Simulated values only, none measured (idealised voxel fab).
The process module that follows is named voxel wiring stack.
Cross-sectional view cut (width: 265 nm; square cell size: 5 nm).
If you're reading a cross-section in this doc, picture square cells in a grid; it comes to you as bands, top ones listed first down to the bottom, and a band can be one or more rows of cells. Top height, bottom height, nm. Materials left to right, width each, nm. Single material + "throughout" = fills band edge to edge. "blank" = empty. Heights from 0 (as-received wafer is one material below). Bottom band endless downward, as "0..down". A two-number width, for instance "30->40", indicates that the width is equal to the first number in the top row of the band and to the second number in the bottom row, and that it changes by a constant amount per row of cells. Reading "left unchanged" for a step: not a cell of the cross-section changed in it. You'll see "Fully sealed voids" listing empty spaces that have no way open to the top, as long as they're 8 cells or more; the notation is width x height at distance, where the distance is from the left edge, and all of it is in nm. On a step's line, text after the settings is the simulator commenting on that step. The line of a step may include "overlay nm". On a step with a mask, this value is how far to the right of its planned place the mask lay. A negative value means the mask lay to the left.
PLAN
| 1 | RECEIVE,material Si |
| 2 | CONFORMAL_DEP,material SiO2,thk nm 10 |
| 3 | CONFORMAL_DEP,material SiN,thk nm 5 |
| 4 | DIRECTIONAL_DEP,material lowk,thk nm 25 |
| 5 | MASKED_ETCH,tone open,mask id METAL_1,width nm 20,pitch nm 40,etch materials lowk,depth nm 25,overlay nm 0 |
| 6 | MASKED_ETCH,tone open,mask id METAL_1,width nm 20,pitch nm 40,etch materials SiN,depth nm 5,overlay nm 0 |
| 7 | CONFORMAL_DEP,material TiN,thk nm 5 |
| 8 | FILL_DEP,material W,thk nm 10 |
| 9 | CMP,height nm 40 |
| 10 | CONFORMAL_DEP,material SiCN,thk nm 5 |
| 11 | DIRECTIONAL_DEP,material lowk,thk nm 20 |
| 12 | PATTERN,tone open,mask id PLUG_1,material resist,width nm 15,thk nm 20,overlay nm 0 |
| 13 | DIRECTIONAL_ETCH,etch materials lowk,depth nm 20 |
| 14 | DIRECTIONAL_ETCH,etch materials SiCN,depth nm 5 |
| 15 | STRIP,etch materials resist |
| 16 | EPI,material Ru,thk nm 10 |
| 17 | EPI,material Ru,thk nm 10 |
| 18 | EPI,material Ru,thk nm 5 |
| 19 | DIRECTIONAL_DEP,material TiN,thk nm 5 |
| 20 | DIRECTIONAL_DEP,material Ru,thk nm 15 |
| 21 | PATTERN,tone cover,mask id METAL_2,material resist,width nm 20,pitch nm 40,thk nm 15,overlay nm 0 |
| 22 | DIRECTIONAL_ETCH,etch materials Ru,depth nm 15 |
| 23 | DIRECTIONAL_ETCH,etch materials TiN,depth nm 5 |
| 24 | STRIP,etch materials resist |
| 25 | CONFORMAL_DEP,material SiN,thk nm 5 |
| 26 | FILL_DEP,material SiO2,thk nm 10 |
| 27 | CMP,height nm 85 |
| 28 | CONFORMAL_DEP,material SiCN,thk nm 5 |
| 29 | DIRECTIONAL_DEP,material lowk,thk nm 15 |
| 30 | PATTERN,tone open,mask id PLUG_2,material resist,width nm 15,pitch nm 40,thk nm 15,overlay nm 0 |
| 31 | DIRECTIONAL_ETCH,etch materials lowk,depth nm 15 |
| 32 | DIRECTIONAL_ETCH,etch materials SiCN,depth nm 5 |
| 33 | STRIP,etch materials resist |
| 34 | EPI,material Ru,thk nm 10 |
| 35 | EPI,material Ru,thk nm 10 |
| 36 | DIRECTIONAL_DEP,material TiN,thk nm 5 |
| 37 | DIRECTIONAL_DEP,material W,thk nm 25 |
| 38 | DIRECTIONAL_DEP,material aC,thk nm 10 |
| 39 | PATTERN,tone cover,mask id METAL_3,material resist,width nm 20,pitch nm 40,thk nm 30,overlay nm 0 |
| 40 | DIRECTIONAL_ETCH,etch materials aC,depth nm 10 |
| 41 | STRIP,etch materials resist |
| 42 | DIRECTIONAL_ETCH,etch materials W,depth nm 25 |
| 43 | DIRECTIONAL_ETCH,etch materials TiN,depth nm 5 |
| 44 | STRIP,etch materials aC |
| 45 | FILL_DEP,material SiO2,thk nm 10 |
| 46 | CMP,height nm 135 |
| 47 | CONFORMAL_DEP,material SiCN,thk nm 5 |
RECEIVED-STATE CROSS-SECTION, REFLECTING COMPLETION OF STEP 1
  0..down = Si throughout
  Fully sealed voids: none
FINAL WAFER PROFILE IN CROSS-SECTION AFTER THE MODULE, FROM THE SAME START AND PLAN AS ABOVE, WITH ONE MISTAKE MADE DURING PROCESSING
  140..135 = SiCN throughout
  135..115 = SiO2=115 | W=5 | SiO2=20 | W=20 | SiO2=105
  115..110 = SiO2=100 | W=20 | SiO2=20 | W=20 | SiO2=105
  110..105 = SiO2=100 | W=15 | TiN=5 | SiO2=20 | TiN=20 | SiO2=105
  105..90 = lowk=100 | W=15 | lowk=25 | Ru=15 | lowk=110
  90..85 = SiCN=100 | TiN=15 | SiCN=25 | Ru=15 | SiCN=110
  85..75 = SiO2=110->95 | SiN=5->20 | Ru=5 | SiN=5 | SiO2=10 | SiN=5 | Ru=20 | SiN=5 | SiO2=100
  75..70 = SiO2=95 | SiN=5 | Ru=20 | SiN=5 | SiO2=10 | SiN=5 | Ru=20 | SiN=5 | SiO2=100
  70..65 = SiN=100 | Ru=15 | TiN=5 | SiN=20 | TiN=20 | SiN=105
  65..60 = lowk=100 | Ru=15 | lowk=150
  60..55 = lowk=100 | TiN=15 | lowk=150
  55..45 = lowk=100 | Ru=15 | lowk=150
  45..40 = SiCN=100 | Ru=15 | SiCN=150
  40..15 = lowk=100 | TiN=5 | W=10 | TiN=5 | lowk=20 | TiN=5 | W=10 | TiN=5 | lowk=105
  15..10 = SiN=100 | TiN=20 | SiN=20 | TiN=20 | SiN=105
  10..0 = SiO2 throughout
  0..down = Si throughout
  Fully sealed voids: none
Heads up, the wafer didn't run the way we planned it: it is not possible to tell which of the identical steps 16 and 17 was omitted, only that one of them was
